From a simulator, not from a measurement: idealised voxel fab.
You're looking at the process module voxel wiring stack.
The width of the displayed cross-section, cut, is 290 nm; its cells are square, with a size of 5 nm.
We lay out every cross-section as a grid of square cells and spell it out in bands from the top down, where one band means one or more rows of cells. What a band's entry tells you: where the top is and where the bottom is, as heights in nm, and after that what lies inside, material by material from left to right, each with its width in nm. Empty space is written as the word "empty", and a single material marked with the word "everywhere" occupies the band from edge to edge. Height 0 is the level under which the wafer as received is all one material. The lowest band goes on downwards, as in "0 -> down". Note: "30 to 40" means the width goes from the first number (top row of the band) to the second number (bottom row) in equal steps per row of cells. A step reported as "stayed the same" is a step in which no cell of the cross-section changed. Under "Closed voids list" you'll find the enclosed gaps, the ones with no way out to the top, that are 8 cells or bigger; each reads width x height at distance, with distance counted from the left edge, everything in nm. Text after the settings on a step's line: the simulator's own remark on that step. overlay nm: right-of-plan distance of the mask on a masked step; negative values mean left-of-plan. Note on reading: below, each pair holds a cross-section from before one process step and one from after it; the one from after shows only down to the lowest band that changed. Beneath the pair, the step in between is stated along with its settings. The pairs can stem from different runs of this module on the same starting wafer. Where a pair's entry headed "Before processing" says so, and only there, that pair continues from the pair above it.
**Before processing**
  100 -> 90: 90 of empty, 15 of lowk, 25 of empty, 5 of lowk, 155 of empty
  90 -> 75: 105 of lowk, 25 of empty, 25 of lowk, 25 of empty, 110 of lowk
  75 -> 70: 90 of lowk, 15 of SiCN, 25 of empty, 5 of SiCN, 20 of lowk, 25 of empty, 110 of lowk
  70 -> 65: 90 of lowk, 5 of SiCN, 35 of Ru, 5 of SiCN, 20 of lowk, 25 of empty, 110 of lowk
  65 -> 60: 95 of SiCN, 35 of Ru, 25 of SiCN, 25 of empty, 110 of SiCN
  60 -> 40: 105 of SiO2, 15 of Ru, 170 of SiO2
  40 -> 35: 105 of SiCN, 15 of Ru, 170 of SiCN
  35 -> 20: 105 of SiO2, 25 of W, 25 of SiO2, 25 of W, 110 of SiO2
  20 -> 15: 105 of SiO2, 25 of TiN, 25 of SiO2, 25 of TiN, 110 of SiO2
  15 -> 0: SiO2 everywhere
  0 -> down: Si everywhere
  Closed voids list: none
**Sectional Result**
  105 -> 100: 85 of empty, 25 of TiN, 15 of empty, 15 of TiN, 150 of empty
  100 -> 95: 85 of empty, 5 of TiN, 15 of lowk, 5 of TiN, 15 of empty, 5 of TiN, 5 of lowk, 5 of TiN, 150 of empty
  95 -> 90: 90 of TiN, 15 of lowk, 5 of TiN, 15 of empty, 5 of TiN, 5 of lowk, 25 of TiN, 15 of empty, 115 of TiN
  90 -> 75: 105 of lowk, 5 of TiN, 15 of empty, 5 of TiN, 25 of lowk, 5 of TiN, 15 of empty, 5 of TiN, 110 of lowk
  75 -> 70: 90 of lowk, 15 of SiCN, 25 of TiN, 5 of SiCN, 20 of lowk, 5 of TiN, 15 of empty, 5 of TiN, 110 of lowk
  70 -> 65: 90 of lowk, 5 of SiCN, 35 of Ru, 5 of SiCN, 20 of lowk, 5 of TiN, 15 of empty, 5 of TiN, 110 of lowk
  65 -> 60: 95 of SiCN, 35 of Ru, 25 of SiCN, 25 of TiN, 110 of SiCN
  Heights below 60 show no change.
  Closed voids list: none
Step between the pre-process and post-process cross-sections given above: CONFORMAL_DEP (material TiN; thk nm 5)
Before processing: = after-state of the pair above.
**Sectional Result**
  110 -> 105: Ru everywhere
  105 -> 100: 85 of Ru, 25 of TiN, 15 of Ru, 15 of TiN, 150 of Ru
  100 -> 95: 85 of Ru, 5 of TiN, 15 of lowk, 5 of TiN, 15 of Ru, 5 of TiN, 5 of lowk, 5 of TiN, 150 of Ru
  95 -> 90: 90 of TiN, 15 of lowk, 5 of TiN, 15 of Ru, 5 of TiN, 5 of lowk, 25 of TiN, 15 of Ru, 115 of TiN
  90 -> 75: 105 of lowk, 5 of TiN, 15 of Ru, 5 of TiN, 25 of lowk, 5 of TiN, 15 of Ru, 5 of TiN, 110 of lowk
  75 -> 70: 90 of lowk, 15 of SiCN, 25 of TiN, 5 of SiCN, 20 of lowk, 5 of TiN, 15 of Ru, 5 of TiN, 110 of lowk
  70 -> 65: 90 of lowk, 5 of SiCN, 35 of Ru, 5 of SiCN, 20 of lowk, 5 of TiN, 15 of Ru, 5 of TiN, 110 of lowk
  Heights below 65 show no change.
  Closed voids list: none
Step between the pre-process and post-process cross-sections given above: FILL_DEP (material Ru; thk nm 5)
Before processing: = after-state of the pair above.
**Sectional Result**
  90 -> 75: 105 of lowk, 5 of TiN, 15 of Ru, 5 of TiN, 25 of lowk, 5 of TiN, 15 of Ru, 5 of TiN, 110 of lowk
  Heights below 75 show no change.
  Closed voids list: none
Step between the pre-process and post-process cross-sections given above: CMP (height nm 90)
Before processing: = after-state of the pair above.
**Sectional Result**
  95 -> 90: 100 of empty, 35 of Ru, 15 of empty, 35 of Ru, 105 of empty
  Heights below 90 show no change.
  Closed voids list: none
Step between the pre-process and post-process cross-sections given above: EPI (material Ru; thk nm 5)
Before processing: = after-state of the pair above.
**Sectional Result**
  100 -> 95: SiCN everywhere
  95 -> 90: 100 of SiCN, 35 of Ru, 15 of SiCN, 35 of Ru, 105 of SiCN
  Heights below 90 show no change.
  Closed voids list: none
Step between the pre-process and post-process cross-sections given above: FILL_DEP (material SiCN; thk nm 5)
Before processing: = after-state of the pair above.
**Sectional Result**
  120 -> 100: SiO2 everywhere
  Heights below 100 show no change.
  Closed voids list: none
Step between the pre-process and post-process cross-sections given above: DIRECTIONAL_DEP (material SiO2; thk nm 20)
Before processing: = after-state of the pair above.
**Sectional Result**
  130 -> 120: aC everywhere
  Heights below 120 show no change.
  Closed voids list: none
Step between the pre-process and post-process cross-sections given above: DIRECTIONAL_DEP (material aC; thk nm 10)
Before processing: = after-state of the pair above.
**Sectional Result**
  155 -> 130: 105 of resist, 15 of empty, 35 of resist, 15 of empty, 120 of resist
  Heights below 130 show no change.
  Closed voids list: none
Step between the pre-process and post-process cross-sections given above: PATTERN (tone open; mask id PLUG_2; material resist; width nm 15; pitch nm 50; thk nm 25; overlay nm 0)
Before processing: = after-state of the pair above.
**Sectional Result**
  145 -> 130: 105 of resist, 15 of empty, 35 of resist, 15 of empty, 120 of resist
  130 -> 120: 105 of aC, 15 of empty, 35 of aC, 15 of empty, 120 of aC
  Heights below 120 show no change.
  Closed voids list: none
Step between the pre-process and post-process cross-sections given above: DIRECTIONAL_ETCH (etch materials aC; depth nm 10)
Before processing: = after-state of the pair above.
**Sectional Result**
  130 -> 120: 105 of aC, 15 of empty, 35 of aC, 15 of empty, 120 of aC
  Heights below 120 show no change.
  Closed voids list: none
Step between the pre-process and post-process cross-sections given above: STRIP (etch materials resist)
Before processing: = after-state of the pair above.
**Sectional Result**
  130 -> 120: 105 of aC, 15 of empty, 35 of aC, 15 of empty, 120 of aC
  120 -> 100: 105 of SiO2, 15 of empty, 35 of SiO2, 15 of empty, 120 of SiO2
  Heights below 100 show no change.
  Closed voids list: none
Step between the pre-process and post-process cross-sections given above: DIRECTIONAL_ETCH (etch materials SiO2; depth nm 20)
Before processing: = after-state of the pair above.
**Sectional Result**
  130 -> 120: 105 of aC, 15 of empty, 35 of aC, 15 of empty, 120 of aC
  120 -> 100: 105 of SiO2, 15 of empty, 35 of SiO2, 15 of empty, 120 of SiO2
  100 -> 95: 105 of SiCN, 15 of empty, 35 of SiCN, 15 of empty, 120 of SiCN
  Heights below 95 show no change.
  Closed voids list: none
Step between the pre-process and post-process cross-sections given above: DIRECTIONAL_ETCH (etch materials SiCN; depth nm 5)
Before processing: = after-state of the pair above.
**Sectional Result**
  120 -> 100: 105 of SiO2, 15 of empty, 35 of SiO2, 15 of empty, 120 of SiO2
  Heights below 100 show no change.
  Closed voids list: none
Step between the pre-process and post-process cross-sections given above: STRIP (etch materials aC)
Before processing: = after-state of the pair above.
**Sectional Result**
  120 -> 105: 105 of SiO2, 15 of empty, 35 of SiO2, 15 of empty, 120 of SiO2
  105 -> 100: 105 of SiO2, 15 of Ru, 35 of SiO2, 15 of Ru, 120 of SiO2
  100 -> 90: 105 to 100 of SiCN, 15 to 35 of Ru, 35 to 15 of SiCN, 15 to 35 of Ru, 120 to 105 of SiCN
  Heights below 90 show no change.
  Closed voids list: none
Step between the pre-process and post-process cross-sections given above: EPI (material Ru; thk nm 10)
Before processing: = after-state of the pair above.
**Sectional Result**
  120 -> 115: 105 of SiO2, 15 of empty, 35 of SiO2, 15 of empty, 120 of SiO2
  115 -> 100: 105 of SiO2, 15 of Ru, 35 of SiO2, 15 of Ru, 120 of SiO2
  Heights below 100 show no change.
  Closed voids list: none
Step between the pre-process and post-process cross-sections given above: EPI (material Ru; thk nm 10)
Before processing: = after-state of the pair above.
**Sectional Result**
  120 -> 100: 105 of SiO2, 15 of Ru, 35 of SiO2, 15 of Ru, 120 of SiO2
  Heights below 100 show no change.
  Closed voids list: none
Step between the pre-process and post-process cross-sections given above: EPI (material Ru; thk nm 5)
Before processing: = after-state of the pair above.
**Sectional Result**
  125 -> 120: SiCN everywhere
  Heights below 120 show no change.
  Closed voids list: none
Step between the pre-process and post-process cross-sections given above: CONFORMAL_DEP (material SiCN; thk nm 5)
Before processing: = after-state of the pair above.
**Sectional Result**
  150 -> 125: SiO2 everywhere
  Heights below 125 show no change.
  Closed voids list: none
Step between the pre-process and post-process cross-sections given above: DIRECTIONAL_DEP (material SiO2; thk nm 25)
Before processing: = after-state of the pair above.
**Sectional Result**
  165 -> 150: aC everywhere
  Heights below 150 show no change.
  Closed voids list: none
Step between the pre-process and post-process cross-sections given above: DIRECTIONAL_DEP (material aC; thk nm 15)
Before processing: = after-state of the pair above.
**Sectional Result**
  200 -> 165: 105 of resist, 25 of empty, 25 of resist, 25 of empty, 110 of resist
  Heights below 165 show no change.
  Closed voids list: none
Step between the pre-process and post-process cross-sections given above: PATTERN (tone open; mask id METAL_3; material resist; width nm 25; pitch nm 50; thk nm 35; overlay nm 0)
Before processing: = after-state of the pair above.
**Sectional Result**
  185 -> 165: 105 of resist, 25 of empty, 25 of resist, 25 of empty, 110 of resist
  165 -> 150: 105 of aC, 25 of empty, 25 of aC, 25 of empty, 110 of aC
  Heights below 150 show no change.
  Closed voids list: none
Step between the pre-process and post-process cross-sections given above: DIRECTIONAL_ETCH (etch materials aC; depth nm 15)
Before processing: = after-state of the pair above.
**Sectional Result**
  165 -> 150: 105 of aC, 25 of empty, 25 of aC, 25 of empty, 110 of aC
  Heights below 150 show no change.
  Closed voids list: none
Step between the pre-process and post-process cross-sections given above: STRIP (etch materials resist)
Before processing: = after-state of the pair above.
**Sectional Result**
  165 -> 150: 105 of aC, 25 of empty, 25 of aC, 25 of empty, 110 of aC
  150 -> 125: 105 of SiO2, 25 of empty, 25 of SiO2, 25 of empty, 110 of SiO2
  Heights below 125 show no change.
  Closed voids list: none
Step between the pre-process and post-process cross-sections given above: DIRECTIONAL_ETCH (etch materials SiO2; depth nm 25)
Before processing: = after-state of the pair above.
**Sectional Result**
  165 -> 150: 105 of aC, 25 of empty, 25 of aC, 25 of empty, 110 of aC
  150 -> 125: 105 of SiO2, 25 of empty, 25 of SiO2, 25 of empty, 110 of SiO2
  125 -> 120: 105 of SiCN, 25 of empty, 25 of SiCN, 25 of empty, 110 of SiCN
  Heights below 120 show no change.
  Closed voids list: none
Step between the pre-process and post-process cross-sections given above: DIRECTIONAL_ETCH (etch materials SiCN; depth nm 5)
Before processing: = after-state of the pair above.
**Sectional Result**
  150 -> 125: 105 of SiO2, 25 of empty, 25 of SiO2, 25 of empty, 110 of SiO2
  Heights below 125 show no change.
  Closed voids list: none
Step between the pre-process and post-process cross-sections given above: STRIP (etch materials aC)
Before processing: = after-state of the pair above.
**Sectional Result**
  155 -> 150: 110 of TiN, 15 of empty, 35 of TiN, 15 of empty, 115 of TiN
  150 -> 125: 105 of SiO2, 5 of TiN, 15 of empty, 5 of TiN, 25 of SiO2, 5 of TiN, 15 of empty, 5 of TiN, 110 of SiO2
  125 -> 120: 105 of SiCN, 25 of TiN, 25 of SiCN, 25 of TiN, 110 of SiCN
  Heights below 120 show no change.
  Closed voids list: none
Step between the pre-process and post-process cross-sections given above: CONFORMAL_DEP (material TiN; thk nm 5)
Before processing: = after-state of the pair above.
**Sectional Result**
  160 -> 155: Cu everywhere
  155 -> 150: 110 of TiN, 15 of Cu, 35 of TiN, 15 of Cu, 115 of TiN
  150 -> 125: 105 of SiO2, 5 of TiN, 15 of Cu, 5 of TiN, 25 of SiO2, 5 of TiN, 15 of Cu, 5 of TiN, 110 of SiO2
  Heights below 125 show no change.
  Closed voids list: none
Step between the pre-process and post-process cross-sections given above: FILL_DEP (material Cu; thk nm 5)
Before processing: = after-state of the pair above.
**Sectional Result**
  150 -> 125: 105 of SiO2, 5 of TiN, 15 of Cu, 5 of TiN, 25 of SiO2, 5 of TiN, 15 of Cu, 5 of TiN, 110 of SiO2
  Heights below 125 show no change.
  Closed voids list: none
Step between the pre-process and post-process cross-sections given above: CMP (height nm 150)
Before processing: = after-state of the pair above.
**Sectional Result**
  155 -> 150: SiN everywhere
  Heights below 150 show no change.
  Closed voids list: none
Step between the pre-process and post-process cross-sections given above: CONFORMAL_DEP (material SiN; thk nm 5)
**Before processing**
  95 -> 90: 100 of empty, 35 of Ru, 15 of empty, 35 of Ru, 105 of empty
  90 -> 65: 105 of lowk, 5 of TiN, 15 of Ru, 5 of TiN, 25 of lowk, 5 of TiN, 15 of Ru, 5 of TiN, 110 of lowk
  65 -> 60: 105 of SiCN, 25 of TiN, 25 of SiCN, 25 of TiN, 110 of SiCN
  60 -> 40: 105 of SiO2, 15 of Ru, 170 of SiO2
  40 -> 35: 105 of SiCN, 15 of Ru, 170 of SiCN
  35 -> 20: 105 of SiO2, 25 of W, 25 of SiO2, 25 of W, 110 of SiO2
  20 -> 15: 105 of SiO2, 25 of TiN, 25 of SiO2, 25 of TiN, 110 of SiO2
  15 -> 0: SiO2 everywhere
  0 -> down: Si everywhere
  Closed voids list: none
**Sectional Result**
  115 -> 110: 100 of empty, 35 of SiO2, 15 of empty, 35 of SiO2, 105 of empty
  110 -> 95: SiO2 everywhere
  95 -> 90: 100 of SiO2, 35 of Ru, 15 of SiO2, 35 of Ru, 105 of SiO2
  Heights below 90 show no change.
  Closed voids list: none
Step between the pre-process and post-process cross-sections given above: DIRECTIONAL_DEP (material SiO2; thk nm 20)
Before processing: = after-state of the pair above.
**Sectional Result**
  120 -> 115: SiCN everywhere
  115 -> 110: 100 of SiCN, 35 of SiO2, 15 of SiCN, 35 of SiO2, 105 of SiCN
  Heights below 110 show no change.
  Closed voids list: none
Step between the pre-process and post-process cross-sections given above: FILL_DEP (material SiCN; thk nm 5)
Before processing: = after-state of the pair above.
**Sectional Result**
  130 -> 120: aC everywhere
  Heights below 120 show no change.
  Closed voids list: none
Step between the pre-process and post-process cross-sections given above: DIRECTIONAL_DEP (material aC; thk nm 10)
Before processing: = after-state of the pair above.
**Sectional Result**
  155 -> 130: 105 of resist, 15 of empty, 35 of resist, 15 of empty, 120 of resist
  Heights below 130 show no change.
  Closed voids list: none
Step between the pre-process and post-process cross-sections given above: PATTERN (tone open; mask id PLUG_2; material resist; width nm 15; pitch nm 50; thk nm 25; overlay nm 0)
Before processing: = after-state of the pair above.
**Sectional Result**
  145 -> 130: 105 of resist, 15 of empty, 35 of resist, 15 of empty, 120 of resist
  130 -> 120: 105 of aC, 15 of empty, 35 of aC, 15 of empty, 120 of aC
  Heights below 120 show no change.
  Closed voids list: none
Step between the pre-process and post-process cross-sections given above: DIRECTIONAL_ETCH (etch materials aC; depth nm 10)
Before processing: = after-state of the pair above.
**Sectional Result**
  130 -> 120: 105 of aC, 15 of empty, 35 of aC, 15 of empty, 120 of aC
  Heights below 120 show no change.
  Closed voids list: none
Step between the pre-process and post-process cross-sections given above: STRIP (etch materials resist)
Before processing: = after-state of the pair above.
**Sectional Result**
  130 -> 120: 105 of aC, 15 of empty, 35 of aC, 15 of empty, 120 of aC
  120 -> 115: 105 of SiCN, 15 of empty, 35 of SiCN, 15 of empty, 120 of SiCN
  Heights below 115 show no change.
  Closed voids list: none
Step between the pre-process and post-process cross-sections given above: DIRECTIONAL_ETCH (etch materials SiCN; depth nm 5)
Before processing: = after-state of the pair above.
**Sectional Result**
  120 -> 115: 105 of SiCN, 15 of empty, 35 of SiCN, 15 of empty, 120 of SiCN
  Heights below 115 show no change.
  Closed voids list: none
Step between the pre-process and post-process cross-sections given above: STRIP (etch materials aC)
Before processing: = after-state of the pair above.
**Sectional Result**
  125 -> 120: 110 of SiCN, 5 of empty, 45 of SiCN, 5 of empty, 125 of SiCN
  120 -> 115: SiCN everywhere
  Heights below 115 show no change.
  Closed voids list: none
Step between the pre-process and post-process cross-sections given above: CONFORMAL_DEP (material SiCN; thk nm 5)
Before processing: = after-state of the pair above.
**Sectional Result**
  150 -> 145: 110 of SiO2, 5 of empty, 45 of SiO2, 5 of empty, 125 of SiO2
  145 -> 125: SiO2 everywhere
  125 -> 120: 110 of SiCN, 5 of SiO2, 45 of SiCN, 5 of SiO2, 125 of SiCN
  Heights below 120 show no change.
  Closed voids list: none
Step between the pre-process and post-process cross-sections given above: DIRECTIONAL_DEP (material SiO2; thk nm 25)
Before processing: = after-state of the pair above.
**Sectional Result**
  165 -> 160: 110 of aC, 5 of empty, 45 of aC, 5 of empty, 125 of aC
  160 -> 150: aC everywhere
  150 -> 145: 110 of SiO2, 5 of aC, 45 of SiO2, 5 of aC, 125 of SiO2
  Heights below 145 show no change.
  Closed voids list: none
Step between the pre-process and post-process cross-sections given above: DIRECTIONAL_DEP (material aC; thk nm 15)
Before processing: = after-state of the pair above.
**Sectional Result**
  200 -> 165: 105 of resist, 25 of empty, 25 of resist, 25 of empty, 110 of resist
  Heights below 165 show no change.
  Closed voids list: none
Step between the pre-process and post-process cross-sections given above: PATTERN (tone open; mask id METAL_3; material resist; width nm 25; pitch nm 50; thk nm 35; overlay nm 0)
Before processing: = after-state of the pair above.
**Sectional Result**
  185 -> 165: 105 of resist, 25 of empty, 25 of resist, 25 of empty, 110 of resist
  165 -> 150: 105 of aC, 25 of empty, 25 of aC, 25 of empty, 110 of aC
  150 -> 145: 110 of SiO2, 5 of empty, 45 of SiO2, 5 of empty, 125 of SiO2
  Heights below 145 show no change.
  Closed voids list: none
Step between the pre-process and post-process cross-sections given above: DIRECTIONAL_ETCH (etch materials aC; depth nm 15)
Before processing: = after-state of the pair above.
**Sectional Result**
  165 -> 150: 105 of aC, 25 of empty, 25 of aC, 25 of empty, 110 of aC
  Heights below 150 show no change.
  Closed voids list: none
Step between the pre-process and post-process cross-sections given above: STRIP (etch materials resist)
Before processing: = after-state of the pair above.
**Sectional Result**
  165 -> 150: 105 of aC, 25 of empty, 25 of aC, 25 of empty, 110 of aC
  150 -> 125: 105 of SiO2, 25 of empty, 25 of SiO2, 25 of empty, 110 of SiO2
  125 -> 120: 110 of SiCN, 5 of empty, 45 of SiCN, 5 of empty, 125 of SiCN
  Heights below 120 show no change.
  Closed voids list: none
Step between the pre-process and post-process cross-sections given above: DIRECTIONAL_ETCH (etch materials SiO2; depth nm 25)
Before processing: = after-state of the pair above.
**Sectional Result**
  165 -> 150: 105 of aC, 25 of empty, 25 of aC, 25 of empty, 110 of aC
  150 -> 125: 105 of SiO2, 25 of empty, 25 of SiO2, 25 of empty, 110 of SiO2
  125 -> 115: 105 to 110 of SiCN, 25 to 5 of empty, 25 to 45 of SiCN, 25 to 5 of empty, 110 to 125 of SiCN
  Heights below 115 show no change.
  Closed voids list: none
Step between the pre-process and post-process cross-sections given above: DIRECTIONAL_ETCH (etch materials SiCN; depth nm 5)
Before processing: = after-state of the pair above.
**Sectional Result**
  150 -> 125: 105 of SiO2, 25 of empty, 25 of SiO2, 25 of empty, 110 of SiO2
  Heights below 125 show no change.
  Closed voids list: none
Step between the pre-process and post-process cross-sections given above: STRIP (etch materials aC)
Before processing: = after-state of the pair above.
**Sectional Result**
  155 -> 150: 110 of TiN, 15 of empty, 35 of TiN, 15 of empty, 115 of TiN
  150 -> 125: 105 of SiO2, 5 of TiN, 15 of empty, 5 of TiN, 25 of SiO2, 5 of TiN, 15 of empty, 5 of TiN, 110 of SiO2
  125 -> 115: 105 to 110 of SiCN, 25 to 5 of TiN, 25 to 45 of SiCN, 25 to 5 of TiN, 110 to 125 of SiCN
  Heights below 115 show no change.
  Closed voids list: none
Step between the pre-process and post-process cross-sections given above: CONFORMAL_DEP (material TiN; thk nm 5)
Before processing: = after-state of the pair above.
**Sectional Result**
  160 -> 155: Cu everywhere
  155 -> 150: 110 of TiN, 15 of Cu, 35 of TiN, 15 of Cu, 115 of TiN
  150 -> 125: 105 of SiO2, 5 of TiN, 15 of Cu, 5 of TiN, 25 of SiO2, 5 of TiN, 15 of Cu, 5 of TiN, 110 of SiO2
  Heights below 125 show no change.
  Closed voids list: none
Step between the pre-process and post-process cross-sections given above: FILL_DEP (material Cu; thk nm 5)
Before processing: = after-state of the pair above.
**Sectional Result**
  150 -> 125: 105 of SiO2, 5 of TiN, 15 of Cu, 5 of TiN, 25 of SiO2, 5 of TiN, 15 of Cu, 5 of TiN, 110 of SiO2
  Heights below 125 show no change.
  Closed voids list: none
Step between the pre-process and post-process cross-sections given above: CMP (height nm 150)
Before processing: = after-state of the pair above.
**Sectional Result**
  155 -> 150: SiN everywhere
  Heights below 150 show no change.
  Closed voids list: none
Step between the pre-process and post-process cross-sections given above: CONFORMAL_DEP (material SiN; thk nm 5)
**Before processing**
  125 -> 120: SiCN everywhere
  120 -> 100: 105 of SiO2, 15 of Ru, 35 of SiO2, 15 of Ru, 120 of SiO2
  100 -> 90: 105 to 100 of SiCN, 15 to 35 of Ru, 35 to 15 of SiCN, 15 to 35 of Ru, 120 to 105 of SiCN
  90 -> 65: 105 of lowk, 5 of TiN, 15 of Ru, 5 of TiN, 25 of lowk, 5 of TiN, 15 of Ru, 5 of TiN, 110 of lowk
  65 -> 60: 105 of SiCN, 25 of TiN, 25 of SiCN, 25 of TiN, 110 of SiCN
  60 -> 40: 105 of SiO2, 15 of Ru, 170 of SiO2
  40 -> 35: 105 of SiCN, 15 of Ru, 170 of SiCN
  35 -> 20: 105 of SiO2, 25 of W, 25 of SiO2, 25 of W, 110 of SiO2
  20 -> 15: 105 of SiO2, 25 of TiN, 25 of SiO2, 25 of TiN, 110 of SiO2
  15 -> 0: SiO2 everywhere
  0 -> down: Si everywhere
  Closed voids list: none
**Sectional Result**
  145 -> 125: SiO2 everywhere
  Heights below 125 show no change.
  Closed voids list: none
Step between the pre-process and post-process cross-sections given above: DIRECTIONAL_DEP (material SiO2; thk nm 20)
Before processing: = after-state of the pair above.
**Sectional Result**
  160 -> 145: aC everywhere
  Heights below 145 show no change.
  Closed voids list: none
Step between the pre-process and post-process cross-sections given above: DIRECTIONAL_DEP (material aC; thk nm 15)
Before processing: = after-state of the pair above.
**Sectional Result**
  195 -> 160: 105 of resist, 25 of empty, 25 of resist, 25 of empty, 110 of resist
  Heights below 160 show no change.
  Closed voids list: none
Step between the pre-process and post-process cross-sections given above: PATTERN (tone open; mask id METAL_3; material resist; width nm 25; pitch nm 50; thk nm 35; overlay nm 0)
Before processing: = after-state of the pair above.
**Sectional Result**
  180 -> 160: 105 of resist, 25 of empty, 25 of resist, 25 of empty, 110 of resist
  160 -> 145: 105 of aC, 25 of empty, 25 of aC, 25 of empty, 110 of aC
  Heights below 145 show no change.
  Closed voids list: none
Step between the pre-process and post-process cross-sections given above: DIRECTIONAL_ETCH (etch materials aC; depth nm 15)
Before processing: = after-state of the pair above.
**Sectional Result**
  160 -> 145: 105 of aC, 25 of empty, 25 of aC, 25 of empty, 110 of aC
  Heights below 145 show no change.
  Closed voids list: none
Step between the pre-process and post-process cross-sections given above: STRIP (etch materials resist)
Before processing: = after-state of the pair above.
**Sectional Result**
  160 -> 145: 105 of aC, 25 of empty, 25 of aC, 25 of empty, 110 of aC
  145 -> 125: 105 of SiO2, 25 of empty, 25 of SiO2, 25 of empty, 110 of SiO2
  Heights below 125 show no change.
  Closed voids list: none
Step between the pre-process and post-process cross-sections given above: DIRECTIONAL_ETCH (etch materials SiO2; depth nm 25)
Before processing: = after-state of the pair above.
**Sectional Result**
  160 -> 145: 105 of aC, 25 of empty, 25 of aC, 25 of empty, 110 of aC
  145 -> 125: 105 of SiO2, 25 of empty, 25 of SiO2, 25 of empty, 110 of SiO2
  125 -> 120: 105 of SiCN, 25 of empty, 25 of SiCN, 25 of empty, 110 of SiCN
  Heights below 120 show no change.
  Closed voids list: none
Step between the pre-process and post-process cross-sections given above: DIRECTIONAL_ETCH (etch materials SiCN; depth nm 5)
Before processing: = after-state of the pair above.
**Sectional Result**
  145 -> 125: 105 of SiO2, 25 of empty, 25 of SiO2, 25 of empty, 110 of SiO2
  Heights below 125 show no change.
  Closed voids list: none
Step between the pre-process and post-process cross-sections given above: STRIP (etch materials aC)
Before processing: = after-state of the pair above.
**Sectional Result**
  150 -> 145: 110 of TiN, 15 of empty, 35 of TiN, 15 of empty, 115 of TiN
  145 -> 125: 105 of SiO2, 5 of TiN, 15 of empty, 5 of TiN, 25 of SiO2, 5 of TiN, 15 of empty, 5 of TiN, 110 of SiO2
  125 -> 120: 105 of SiCN, 25 of TiN, 25 of SiCN, 25 of TiN, 110 of SiCN
  Heights below 120 show no change.
  Closed voids list: none
Step between the pre-process and post-process cross-sections given above: CONFORMAL_DEP (material TiN; thk nm 5)
Before processing: = after-state of the pair above.
**Sectional Result**
  155 -> 150: Cu everywhere
  150 -> 145: 110 of TiN, 15 of Cu, 35 of TiN, 15 of Cu, 115 of TiN
  145 -> 125: 105 of SiO2, 5 of TiN, 15 of Cu, 5 of TiN, 25 of SiO2, 5 of TiN, 15 of Cu, 5 of TiN, 110 of SiO2
  Heights below 125 show no change.
  Closed voids list: none
Step between the pre-process and post-process cross-sections given above: FILL_DEP (material Cu; thk nm 5)
Before processing: = after-state of the pair above.
**Sectional Result**
  150 -> 145: 110 of TiN, 15 of Cu, 35 of TiN, 15 of Cu, 115 of TiN
  Heights below 145 show no change.
  Closed voids list: none
Step between the pre-process and post-process cross-sections given above: CMP (height nm 150)
Before processing: = after-state of the pair above.
**Sectional Result**
  155 -> 150: SiN everywhere
  Heights below 150 show no change.
  Closed voids list: none
Step between the pre-process and post-process cross-sections given above: CONFORMAL_DEP (material SiN; thk nm 5)
**Before processing**
  60 -> 40: SiO2 everywhere
  40 -> 35: SiCN everywhere
  35 -> 20: 105 of SiO2, 25 of W, 25 of SiO2, 25 of W, 110 of SiO2
  20 -> 15: 105 of SiO2, 25 of TiN, 25 of SiO2, 25 of TiN, 110 of SiO2
  15 -> 0: SiO2 everywhere
  0 -> down: Si everywhere
  Closed voids list: none
**Sectional Result**
  60 -> 40: 100 of SiO2, 25 of empty, 165 of SiO2
  Heights below 40 show no change.
  Closed voids list: none
Step between the pre-process and post-process cross-sections given above: MASKED_ETCH (tone open; mask id PLUG_1; width nm 25; etch materials SiO2; depth nm 20; overlay nm 0)
Before processing: = after-state of the pair above.
**Sectional Result**
  60 -> 40: 100 of SiO2, 25 of empty, 165 of SiO2
  40 -> 35: 105 of SiCN, 15 of empty, 170 of SiCN
  Heights below 35 show no change.
  Closed voids list: none
Step between the pre-process and post-process cross-sections given above: MASKED_ETCH (tone open; mask id PLUG_1; width nm 15; etch materials SiCN; depth nm 5; overlay nm 0)
Before processing: = after-state of the pair above.
**Sectional Result**
  60 -> 45: 100 of SiO2, 25 of empty, 165 of SiO2
  45 -> 40: 100 of SiO2, 25 of Ru, 165 of SiO2
  40 -> 35: 105 of SiCN, 15 of Ru, 170 of SiCN
  Heights below 35 show no change.
  Closed voids list: none
Step between the pre-process and post-process cross-sections given above: EPI (material Ru; thk nm 10)
Before processing: = after-state of the pair above.
**Sectional Result**
  60 -> 55: 100 of SiO2, 25 of empty, 165 of SiO2
  55 -> 40: 100 of SiO2, 25 of Ru, 165 of SiO2
  Heights below 40 show no change.
  Closed voids list: none
Step between the pre-process and post-process cross-sections given above: EPI (material Ru; thk nm 10)
Before processing: = after-state of the pair above.
**Sectional Result**
  60 -> 40: 100 of SiO2, 25 of Ru, 165 of SiO2
  Heights below 40 show no change.
  Closed voids list: none
Step between the pre-process and post-process cross-sections given above: EPI (material Ru; thk nm 5)
Before processing: = after-state of the pair above.
**Sectional Result**
  65 -> 60: SiCN everywhere
  Heights below 60 show no change.
  Closed voids list: none
Step between the pre-process and post-process cross-sections given above: CONFORMAL_DEP (material SiCN; thk nm 5)
Before processing: = after-state of the pair above.
**Sectional Result**
  90 -> 65: lowk everywhere
  Heights below 65 show no change.
  Closed voids list: none
Step between the pre-process and post-process cross-sections given above: DIRECTIONAL_DEP (material lowk; thk nm 25)
Before processing: = after-state of the pair above.
**Sectional Result**
  110 -> 90: 105 of resist, 25 of empty, 25 of resist, 25 of empty, 110 of resist
  Heights below 90 show no change.
  Closed voids list: none
Step between the pre-process and post-process cross-sections given above: PATTERN (tone open; mask id METAL_2; material resist; width nm 25; pitch nm 50; thk nm 20; overlay nm 0)
Before processing: = after-state of the pair above.
**Sectional Result**
  110 -> 90: 105 of resist, 25 of empty, 25 of resist, 25 of empty, 110 of resist
  90 -> 65: 105 of lowk, 25 of empty, 25 of lowk, 25 of empty, 110 of lowk
  Heights below 65 show no change.
  Closed voids list: none
Step between the pre-process and post-process cross-sections given above: DIRECTIONAL_ETCH (etch materials lowk; depth nm 25)
Before processing: = after-state of the pair above.
**Sectional Result**
  110 -> 90: 105 of resist, 25 of empty, 25 of resist, 25 of empty, 110 of resist
  90 -> 65: 105 of lowk, 25 of empty, 25 of lowk, 25 of empty, 110 of lowk
  65 -> 60: 105 of SiCN, 25 of empty, 25 of SiCN, 25 of empty, 110 of SiCN
  Heights below 60 show no change.
  Closed voids list: none
Step between the pre-process and post-process cross-sections given above: DIRECTIONAL_ETCH (etch materials SiCN; depth nm 5)
Before processing: = after-state of the pair above.
**Sectional Result**
  90 -> 65: 105 of lowk, 25 of empty, 25 of lowk, 25 of empty, 110 of lowk
  Heights below 65 show no change.
  Closed voids list: none
Step between the pre-process and post-process cross-sections given above: STRIP (etch materials resist)
